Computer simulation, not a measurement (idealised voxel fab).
Herein follows the process module entitled voxel trench capacitor.
Cross-sectional view cut (width: 290 nm; square cell size: 5 nm).
Think of the cross-section as a grid of square cells. We describe it in bands, top to bottom, and each band covers one or more rows of those cells. Read a band's entry like this: the first values are the height of its top and the height of its bottom in nm, and what follows is the sequence of materials from left to right, each with its width in nm. Note that "air" is empty space, and that a single material marked "throughout" reaches across the band from edge to edge. Ref level 0: as-received wafer is one material below here. Bottom band extends down with no lower bound ("0 nm and below"). With a width like "30 to 40", each row of cells in the band differs from the next by the same amount, the top row carrying the first number and the bottom row the second. It should be understood that the words "nothing was modified", when stated for a given step, signify that the cross-section underwent no change in any of its cells during that step. Listed in "Closed internal voids": every empty space of 8 or more cells without an open way to the top. Form: width x height at distance, the distance being from the left edge, all in nm. What comes after the settings on a step's line is commentary from the simulator itself on that step. The setting "overlay nm" may be written on the line of a step. When the step uses a mask, the value reports how far to the right of the planned place the mask lay, and a negative value reports that it lay to the left.
THE PLANNED PROCESS STEPS ARE ENUMERATED HEREUNDER
1) RECEIVE (material Si)
2) CONFORMAL_DEP (material SiN; thk nm 5)
3) DIRECTIONAL_DEP (material aC; thk nm 10)
4) PATTERN (tone open; mask id TRENCH; material resist; width nm 30; pitch nm 55; thk nm 25; overlay nm 0)
5) DIRECTIONAL_ETCH (etch materials aC; depth nm 10)
6) STRIP (etch materials resist)
7) DIRECTIONAL_ETCH (etch materials SiN; depth nm 5)
8) DIRECTIONAL_ETCH (etch materials Si; depth nm 40)
9) STRIP (etch materials aC)
10) CONFORMAL_DEP (material HfO2; thk nm 5)
11) CONFORMAL_DEP (material TiN; thk nm 5)
12) FILL_DEP (material W; thk nm 5)
13) CMP (height nm 5)
SO, THE FIRST OF OUR TWO WAFERS, RUN JUST AS WE PLANNED IT
WAFER AT RECEIPT (POST STEP 1), CROSS-SECTION
    0 nm and below: Si throughout
    Closed internal voids: none
ONCE STEP 2 IS THROUGH, THE WAFER LOOKS LIKE THIS IN CROSS-SECTION
    5 nm to 0 nm: SiN throughout
    Under 0: no change, same as before.
ONCE STEP 3 IS THROUGH, THE WAFER LOOKS LIKE THIS IN CROSS-SECTION
    15 nm to 5 nm: aC throughout
    Under 5: no change, same as before.
ONCE STEP 4 IS THROUGH, THE WAFER LOOKS LIKE THIS IN CROSS-SECTION
    40 nm to 15 nm: resist 45 nm  air 30 nm  resist 25 nm  air 30 nm  resist 25 nm  air 30 nm  resist 25 nm  air 30 nm  resist 50 nm
    Under 15: no change, same as before.
ONCE STEP 5 IS THROUGH, THE WAFER LOOKS LIKE THIS IN CROSS-SECTION
    30 nm to 15 nm: resist 45 nm  air 30 nm  resist 25 nm  air 30 nm  resist 25 nm  air 30 nm  resist 25 nm  air 30 nm  resist 50 nm
    15 nm to 5 nm: aC 45 nm  air 30 nm  aC 25 nm  air 30 nm  aC 25 nm  air 30 nm  aC 25 nm  air 30 nm  aC 50 nm
    Under 5: no change, same as before.
ONCE STEP 6 IS THROUGH, THE WAFER LOOKS LIKE THIS IN CROSS-SECTION
    15 nm to 5 nm: aC 45 nm  air 30 nm  aC 25 nm  air 30 nm  aC 25 nm  air 30 nm  aC 25 nm  air 30 nm  aC 50 nm
    Under 5: no change, same as before.
ONCE STEP 7 IS THROUGH, THE WAFER LOOKS LIKE THIS IN CROSS-SECTION
    15 nm to 5 nm: aC 45 nm  air 30 nm  aC 25 nm  air 30 nm  aC 25 nm  air 30 nm  aC 25 nm  air 30 nm  aC 50 nm
    5 nm to 0 nm: SiN 45 nm  air 30 nm  SiN 25 nm  air 30 nm  SiN 25 nm  air 30 nm  SiN 25 nm  air 30 nm  SiN 50 nm
    Under 0: no change, same as before.
ONCE STEP 8 IS THROUGH, THE WAFER LOOKS LIKE THIS IN CROSS-SECTION
    15 nm to 5 nm: aC 45 nm  air 30 nm  aC 25 nm  air 30 nm  aC 25 nm  air 30 nm  aC 25 nm  air 30 nm  aC 50 nm
    5 nm to 0 nm: SiN 45 nm  air 30 nm  SiN 25 nm  air 30 nm  SiN 25 nm  air 30 nm  SiN 25 nm  air 30 nm  SiN 50 nm
    0 nm to -40 nm: Si 45 nm  air 30 nm  Si 25 nm  air 30 nm  Si 25 nm  air 30 nm  Si 25 nm  air 30 nm  Si 50 nm
    Under -40: no change, same as before.
ONCE STEP 9 IS THROUGH, THE WAFER LOOKS LIKE THIS IN CROSS-SECTION
    5 nm to 0 nm: SiN 45 nm  air 30 nm  SiN 25 nm  air 30 nm  SiN 25 nm  air 30 nm  SiN 25 nm  air 30 nm  SiN 50 nm
    Under 0: no change, same as before.
ONCE STEP 10 IS THROUGH, THE WAFER LOOKS LIKE THIS IN CROSS-SECTION
    10 nm to 5 nm: HfO2 50 nm  air 20 nm  HfO2 35 nm  air 20 nm  HfO2 35 nm  air 20 nm  HfO2 35 nm  air 20 nm  HfO2 55 nm
    5 nm to 0 nm: SiN 45 nm  HfO2 5 nm  air 20 nm  HfO2 5 nm  SiN 25 nm  HfO2 5 nm  air 20 nm  HfO2 5 nm  SiN 25 nm  HfO2 5 nm  air 20 nm  HfO2 5 nm  SiN 25 nm  HfO2 5 nm  air 20 nm  HfO2 5 nm  SiN 50 nm
    0 nm to -35 nm: Si 45 nm  HfO2 5 nm  air 20 nm  HfO2 5 nm  Si 25 nm  HfO2 5 nm  air 20 nm  HfO2 5 nm  Si 25 nm  HfO2 5 nm  air 20 nm  HfO2 5 nm  Si 25 nm  HfO2 5 nm  air 20 nm  HfO2 5 nm  Si 50 nm
    -35 nm to -40 nm: Si 45 nm  HfO2 30 nm  Si 25 nm  HfO2 30 nm  Si 25 nm  HfO2 30 nm  Si 25 nm  HfO2 30 nm  Si 50 nm
    Under -40: no change, same as before.
ONCE STEP 11 IS THROUGH, THE WAFER LOOKS LIKE THIS IN CROSS-SECTION
    15 nm to 10 nm: TiN 55 nm  air 10 nm  TiN 45 nm  air 10 nm  TiN 45 nm  air 10 nm  TiN 45 nm  air 10 nm  TiN 60 nm
    10 nm to 5 nm: HfO2 50 nm  TiN 5 nm  air 10 nm  TiN 5 nm  HfO2 35 nm  TiN 5 nm  air 10 nm  TiN 5 nm  HfO2 35 nm  TiN 5 nm  air 10 nm  TiN 5 nm  HfO2 35 nm  TiN 5 nm  air 10 nm  TiN 5 nm  HfO2 55 nm
    5 nm to 0 nm: SiN 45 nm  HfO2 5 nm  TiN 5 nm  air 10 nm  TiN 5 nm  HfO2 5 nm  SiN 25 nm  HfO2 5 nm  TiN 5 nm  air 10 nm  TiN 5 nm  HfO2 5 nm  SiN 25 nm  HfO2 5 nm  TiN 5 nm  air 10 nm  TiN 5 nm  HfO2 5 nm  SiN 25 nm  HfO2 5 nm  TiN 5 nm  air 10 nm  TiN 5 nm  HfO2 5 nm  SiN 50 nm
    0 nm to -30 nm: Si 45 nm  HfO2 5 nm  TiN 5 nm  air 10 nm  TiN 5 nm  HfO2 5 nm  Si 25 nm  HfO2 5 nm  TiN 5 nm  air 10 nm  TiN 5 nm  HfO2 5 nm  Si 25 nm  HfO2 5 nm  TiN 5 nm  air 10 nm  TiN 5 nm  HfO2 5 nm  Si 25 nm  HfO2 5 nm  TiN 5 nm  air 10 nm  TiN 5 nm  HfO2 5 nm  Si 50 nm
    -30 nm to -35 nm: Si 45 nm  HfO2 5 nm  TiN 20 nm  HfO2 5 nm  Si 25 nm  HfO2 5 nm  TiN 20 nm  HfO2 5 nm  Si 25 nm  HfO2 5 nm  TiN 20 nm  HfO2 5 nm  Si 25 nm  HfO2 5 nm  TiN 20 nm  HfO2 5 nm  Si 50 nm
    Under -35: no change, same as before.
ONCE STEP 12 IS THROUGH, THE WAFER LOOKS LIKE THIS IN CROSS-SECTION
    20 nm to 15 nm: W throughout
    15 nm to 10 nm: TiN 55 nm  W 10 nm  TiN 45 nm  W 10 nm  TiN 45 nm  W 10 nm  TiN 45 nm  W 10 nm  TiN 60 nm
    10 nm to 5 nm: HfO2 50 nm  TiN 5 nm  W 10 nm  TiN 5 nm  HfO2 35 nm  TiN 5 nm  W 10 nm  TiN 5 nm  HfO2 35 nm  TiN 5 nm  W 10 nm  TiN 5 nm  HfO2 35 nm  TiN 5 nm  W 10 nm  TiN 5 nm  HfO2 55 nm
    5 nm to 0 nm: SiN 45 nm  HfO2 5 nm  TiN 5 nm  W 10 nm  TiN 5 nm  HfO2 5 nm  SiN 25 nm  HfO2 5 nm  TiN 5 nm  W 10 nm  TiN 5 nm  HfO2 5 nm  SiN 25 nm  HfO2 5 nm  TiN 5 nm  W 10 nm  TiN 5 nm  HfO2 5 nm  SiN 25 nm  HfO2 5 nm  TiN 5 nm  W 10 nm  TiN 5 nm  HfO2 5 nm  SiN 50 nm
    0 nm to -30 nm: Si 45 nm  HfO2 5 nm  TiN 5 nm  W 10 nm  TiN 5 nm  HfO2 5 nm  Si 25 nm  HfO2 5 nm  TiN 5 nm  W 10 nm  TiN 5 nm  HfO2 5 nm  Si 25 nm  HfO2 5 nm  TiN 5 nm  W 10 nm  TiN 5 nm  HfO2 5 nm  Si 25 nm  HfO2 5 nm  TiN 5 nm  W 10 nm  TiN 5 nm  HfO2 5 nm  Si 50 nm
    Under -30: no change, same as before.
ONCE STEP 13 IS THROUGH, THE WAFER LOOKS LIKE THIS IN CROSS-SECTION
    5 nm to 0 nm: SiN 45 nm  HfO2 5 nm  TiN 5 nm  W 10 nm  TiN 5 nm  HfO2 5 nm  SiN 25 nm  HfO2 5 nm  TiN 5 nm  W 10 nm  TiN 5 nm  HfO2 5 nm  SiN 25 nm  HfO2 5 nm  TiN 5 nm  W 10 nm  TiN 5 nm  HfO2 5 nm  SiN 25 nm  HfO2 5 nm  TiN 5 nm  W 10 nm  TiN 5 nm  HfO2 5 nm  SiN 50 nm
    Under 0: no change, same as before.
SECOND WAFER (IDENTICAL START AND PLAN, ONE PROCESSING ERROR; MATCHES FIRST WAFER THROUGH STEP 3)
CROSS-SECTION OF THE SECOND WAFER CORRESPONDING TO THE PLANNED CONCLUSION OF STEP 4
    40 nm to 15 nm: air 45 nm  resist 30 nm  air 25 nm  resist 30 nm  air 25 nm  resist 30 nm  air 25 nm  resist 30 nm  air 50 nm
    Under 15: no change, same as before.
CROSS-SECTION OF THE SECOND WAFER CORRESPONDING TO THE PLANNED CONCLUSION OF STEP 5
    30 nm to 15 nm: air 45 nm  resist 30 nm  air 25 nm  resist 30 nm  air 25 nm  resist 30 nm  air 25 nm  resist 30 nm  air 50 nm
    15 nm to 5 nm: air 45 nm  aC 30 nm  air 25 nm  aC 30 nm  air 25 nm  aC 30 nm  air 25 nm  aC 30 nm  air 50 nm
    Under 5: no change, same as before.
CROSS-SECTION OF THE SECOND WAFER CORRESPONDING TO THE PLANNED CONCLUSION OF STEP 6
    15 nm to 5 nm: air 45 nm  aC 30 nm  air 25 nm  aC 30 nm  air 25 nm  aC 30 nm  air 25 nm  aC 30 nm  air 50 nm
    Under 5: no change, same as before.
CROSS-SECTION OF THE SECOND WAFER CORRESPONDING TO THE PLANNED CONCLUSION OF STEP 7
    15 nm to 5 nm: air 45 nm  aC 30 nm  air 25 nm  aC 30 nm  air 25 nm  aC 30 nm  air 25 nm  aC 30 nm  air 50 nm
    5 nm to 0 nm: air 45 nm  SiN 30 nm  air 25 nm  SiN 30 nm  air 25 nm  SiN 30 nm  air 25 nm  SiN 30 nm  air 50 nm
    Under 0: no change, same as before.
CROSS-SECTION OF THE SECOND WAFER CORRESPONDING TO THE PLANNED CONCLUSION OF STEP 8
    15 nm to 5 nm: air 45 nm  aC 30 nm  air 25 nm  aC 30 nm  air 25 nm  aC 30 nm  air 25 nm  aC 30 nm  air 50 nm
    5 nm to 0 nm: air 45 nm  SiN 30 nm  air 25 nm  SiN 30 nm  air 25 nm  SiN 30 nm  air 25 nm  SiN 30 nm  air 50 nm
    0 nm to -40 nm: air 45 nm  Si 30 nm  air 25 nm  Si 30 nm  air 25 nm  Si 30 nm  air 25 nm  Si 30 nm  air 50 nm
    Under -40: no change, same as before.
CROSS-SECTION OF THE SECOND WAFER CORRESPONDING TO THE PLANNED CONCLUSION OF STEP 9
    5 nm to 0 nm: air 45 nm  SiN 30 nm  air 25 nm  SiN 30 nm  air 25 nm  SiN 30 nm  air 25 nm  SiN 30 nm  air 50 nm
    Under 0: no change, same as before.
CROSS-SECTION OF THE SECOND WAFER CORRESPONDING TO THE PLANNED CONCLUSION OF STEP 10
    10 nm to 5 nm: air 40 nm  HfO2 40 nm  air 15 nm  HfO2 40 nm  air 15 nm  HfO2 40 nm  air 15 nm  HfO2 40 nm  air 45 nm
    5 nm to 0 nm: air 40 nm  HfO2 5 nm  SiN 30 nm  HfO2 5 nm  air 15 nm  HfO2 5 nm  SiN 30 nm  HfO2 5 nm  air 15 nm  HfO2 5 nm  SiN 30 nm  HfO2 5 nm  air 15 nm  HfO2 5 nm  SiN 30 nm  HfO2 5 nm  air 45 nm
    0 nm to -35 nm: air 40 nm  HfO2 5 nm  Si 30 nm  HfO2 5 nm  air 15 nm  HfO2 5 nm  Si 30 nm  HfO2 5 nm  air 15 nm  HfO2 5 nm  Si 30 nm  HfO2 5 nm  air 15 nm  HfO2 5 nm  Si 30 nm  HfO2 5 nm  air 45 nm
    -35 nm to -40 nm: HfO2 45 nm  Si 30 nm  HfO2 25 nm  Si 30 nm  HfO2 25 nm  Si 30 nm  HfO2 25 nm  Si 30 nm  HfO2 50 nm
    Under -40: no change, same as before.
CROSS-SECTION OF THE SECOND WAFER CORRESPONDING TO THE PLANNED CONCLUSION OF STEP 11
    15 nm to 10 nm: air 35 nm  TiN 50 nm  air 5 nm  TiN 50 nm  air 5 nm  TiN 50 nm  air 5 nm  TiN 50 nm  air 40 nm
    10 nm to 5 nm: air 35 nm  TiN 5 nm  HfO2 40 nm  TiN 5 nm  air 5 nm  TiN 5 nm  HfO2 40 nm  TiN 5 nm  air 5 nm  TiN 5 nm  HfO2 40 nm  TiN 5 nm  air 5 nm  TiN 5 nm  HfO2 40 nm  TiN 5 nm  air 40 nm
    5 nm to 0 nm: air 35 nm  TiN 5 nm  HfO2 5 nm  SiN 30 nm  HfO2 5 nm  TiN 5 nm  air 5 nm  TiN 5 nm  HfO2 5 nm  SiN 30 nm  HfO2 5 nm  TiN 5 nm  air 5 nm  TiN 5 nm  HfO2 5 nm  SiN 30 nm  HfO2 5 nm  TiN 5 nm  air 5 nm  TiN 5 nm  HfO2 5 nm  SiN 30 nm  HfO2 5 nm  TiN 5 nm  air 40 nm
    0 nm to -30 nm: air 35 nm  TiN 5 nm  HfO2 5 nm  Si 30 nm  HfO2 5 nm  TiN 5 nm  air 5 nm  TiN 5 nm  HfO2 5 nm  Si 30 nm  HfO2 5 nm  TiN 5 nm  air 5 nm  TiN 5 nm  HfO2 5 nm  Si 30 nm  HfO2 5 nm  TiN 5 nm  air 5 nm  TiN 5 nm  HfO2 5 nm  Si 30 nm  HfO2 5 nm  TiN 5 nm  air 40 nm
    -30 nm to -35 nm: TiN 40 nm  HfO2 5 nm  Si 30 nm  HfO2 5 nm  TiN 15 nm  HfO2 5 nm  Si 30 nm  HfO2 5 nm  TiN 15 nm  HfO2 5 nm  Si 30 nm  HfO2 5 nm  TiN 15 nm  HfO2 5 nm  Si 30 nm  HfO2 5 nm  TiN 45 nm
    Under -35: no change, same as before.
CROSS-SECTION OF THE SECOND WAFER CORRESPONDING TO THE PLANNED CONCLUSION OF STEP 12
    20 nm to 15 nm: W throughout
    15 nm to 10 nm: W 35 nm  TiN 50 nm  W 5 nm  TiN 50 nm  W 5 nm  TiN 50 nm  W 5 nm  TiN 50 nm  W 40 nm
    10 nm to 5 nm: W 35 nm  TiN 5 nm  HfO2 40 nm  TiN 5 nm  W 5 nm  TiN 5 nm  HfO2 40 nm  TiN 5 nm  W 5 nm  TiN 5 nm  HfO2 40 nm  TiN 5 nm  W 5 nm  TiN 5 nm  HfO2 40 nm  TiN 5 nm  W 40 nm
    5 nm to 0 nm: W 35 nm  TiN 5 nm  HfO2 5 nm  SiN 30 nm  HfO2 5 nm  TiN 5 nm  W 5 nm  TiN 5 nm  HfO2 5 nm  SiN 30 nm  HfO2 5 nm  TiN 5 nm  W 5 nm  TiN 5 nm  HfO2 5 nm  SiN 30 nm  HfO2 5 nm  TiN 5 nm  W 5 nm  TiN 5 nm  HfO2 5 nm  SiN 30 nm  HfO2 5 nm  TiN 5 nm  W 40 nm
    0 nm to -30 nm: W 35 nm  TiN 5 nm  HfO2 5 nm  Si 30 nm  HfO2 5 nm  TiN 5 nm  W 5 nm  TiN 5 nm  HfO2 5 nm  Si 30 nm  HfO2 5 nm  TiN 5 nm  W 5 nm  TiN 5 nm  HfO2 5 nm  Si 30 nm  HfO2 5 nm  TiN 5 nm  W 5 nm  TiN 5 nm  HfO2 5 nm  Si 30 nm  HfO2 5 nm  TiN 5 nm  W 40 nm
    Under -30: no change, same as before.
CROSS-SECTION OF THE SECOND WAFER CORRESPONDING TO THE PLANNED CONCLUSION OF STEP 13
    5 nm to 0 nm: W 35 nm  TiN 5 nm  HfO2 5 nm  SiN 30 nm  HfO2 5 nm  TiN 5 nm  W 5 nm  TiN 5 nm  HfO2 5 nm  SiN 30 nm  HfO2 5 nm  TiN 5 nm  W 5 nm  TiN 5 nm  HfO2 5 nm  SiN 30 nm  HfO2 5 nm  TiN 5 nm  W 5 nm  TiN 5 nm  HfO2 5 nm  SiN 30 nm  HfO2 5 nm  TiN 5 nm  W 40 nm
    Under 0: no change, same as before.
Diagnosis: the process deviated at step 4: the operation and settings actually run there were PATTERN (tone cover; mask id TRENCH; material resist; width nm 30; pitch nm 55; thk nm 25; overlay nm 0)
In the final state, the cell counts of the second wafer exceed or fall short of those of the first for the following materials: 10 more of HfO2, 80 fewer of Si, 10 fewer of SiN, 10 more of TiN, 70 more of W
